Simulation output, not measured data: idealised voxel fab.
Process module, titled voxel air gaps
For reference, the cross-section in this document is cut, with width 285 nm and square cells of 5 nm.
Cross-section format: a grid of square cells, given as bands from top to bottom; each band is one or more rows of cells.
Top height, bottom height, nm. Materials left to right, width each, nm. Single material + "throughout" = fills band edge to edge. "air" = empty.
Height 0 is the level under which the wafer as received is all one material. The lowest band goes on downwards, as in "0 and below".
It should be noted that a width expressed as "30..40" varies in equal increments from row to row of cells within the band, taking the value of the first number at the top row and that of the second number at the bottom row.
Reading "changes: none" for a step: not a cell of the cross-section changed in it.
Entry "Internal closed voids" = empty spaces >= 8 cells with no open way to the top; each as width x height at distance, distance from left edge, all nm.
Note: text after step settings on the step line = simulator remark on that step.
The line of a step may include "overlay nm". On a step with a mask, this value is how far to the right of its planned place the mask lay. A negative value means the mask lay to the left.

### Set out below are the planned steps of the process
1. RECEIVE with material Si
2. CONFORMAL_DEP with material SiO2, thk nm 10
3. CONFORMAL_DEP with material SiCN, thk nm 5
4. DIRECTIONAL_DEP with material SiO2, thk nm 40
5. MASKED_ETCH with tone open, mask id LINES, width nm 25, pitch nm 50, etch materials SiO2, depth nm 40, overlay nm 0
6. CONFORMAL_DEP with material TiN, thk nm 5
7. FILL_DEP with material W, thk nm 10
8. CMP with height nm 55
9. EPI with material Ru, thk nm 10
10. SELECTIVE_ETCH with etch materials SiO2, depth nm 50
11. CONFORMAL_DEP with material SiCN, thk nm 5

### As received (post step 1): cross-section
	0 and below = Si throughout
	Internal closed voids: none

### Here's the cross-section of the first of our two wafers at the end of the module - it ran as planned
	70 down to 65 = air: 65 / SiCN: 155 / air: 65
	65 down to 55 = air: 65 / SiCN: 5 / Ru: 45 / SiCN: 5 / Ru: 45 / SiCN: 5 / Ru: 45 / SiCN: 5 / air: 65
	55 down to 50 = air: 65 / SiCN: 15 / TiN: 5 / W: 15 / TiN: 5 / SiCN: 25 / TiN: 5 / W: 15 / TiN: 5 / SiCN: 25 / TiN: 5 / W: 15 / TiN: 5 / SiCN: 15 / air: 65
	50 down to 20 = air: 75 / SiCN: 5 / TiN: 5 / W: 15 / TiN: 5 / SiCN: 5 / air: 15 / SiCN: 5 / TiN: 5 / W: 15 / TiN: 5 / SiCN: 5 / air: 15 / SiCN: 5 / TiN: 5 / W: 15 / TiN: 5 / SiCN: 5 / air: 75
	20 down to 15 = SiCN: 80 / TiN: 25 / SiCN: 25 / TiN: 25 / SiCN: 25 / TiN: 25 / SiCN: 80
	15 down to 10 = SiCN throughout
	10 down to 0 = SiO2 throughout
	0 and below = Si throughout
	Internal closed voids: 15 x 30 at 110; 15 x 30 at 160

### Same start, same plan as the first wafer - but one mistake in the run. Cross-section of the second of the two at the end of the module
	70 down to 65 = air: 65 / SiCN: 155 / air: 65
	65 down to 55 = air: 65 / SiCN: 5 / Ru: 45 / SiCN: 5 / Ru: 45 / SiCN: 5 / Ru: 45 / SiCN: 5 / air: 65
	55 down to 50 = air: 65 / SiCN: 15 / TiN: 5 / W: 15 / TiN: 5 / SiCN: 25 / TiN: 5 / W: 15 / TiN: 5 / SiCN: 25 / TiN: 5 / W: 15 / TiN: 5 / SiCN: 15 / air: 65
	50 down to 25 = air: 75 / SiCN: 5 / TiN: 5 / W: 15 / TiN: 5 / SiCN: 5 / air: 15 / SiCN: 5 / TiN: 5 / W: 15 / TiN: 5 / SiCN: 5 / air: 15 / SiCN: 5 / TiN: 5 / W: 15 / TiN: 5 / SiCN: 5 / air: 75
	25 down to 20 = SiCN: 80 / TiN: 25 / SiCN: 25 / TiN: 25 / SiCN: 25 / TiN: 25 / SiCN: 80
	20 down to 15 = SiCN throughout
	15 down to 0 = SiO2 throughout
	0 and below = Si throughout
	Internal closed voids: 15 x 25 at 110; 15 x 25 at 160
Heads up, the wafer didn't run the way we planned it: step 2 did not happen as planned, as run it was CONFORMAL_DEP with material SiO2, thk nm 15
at the end the second wafer has, in cells: -6 SiCN; +57 SiO2; -6 TiN; -9 W
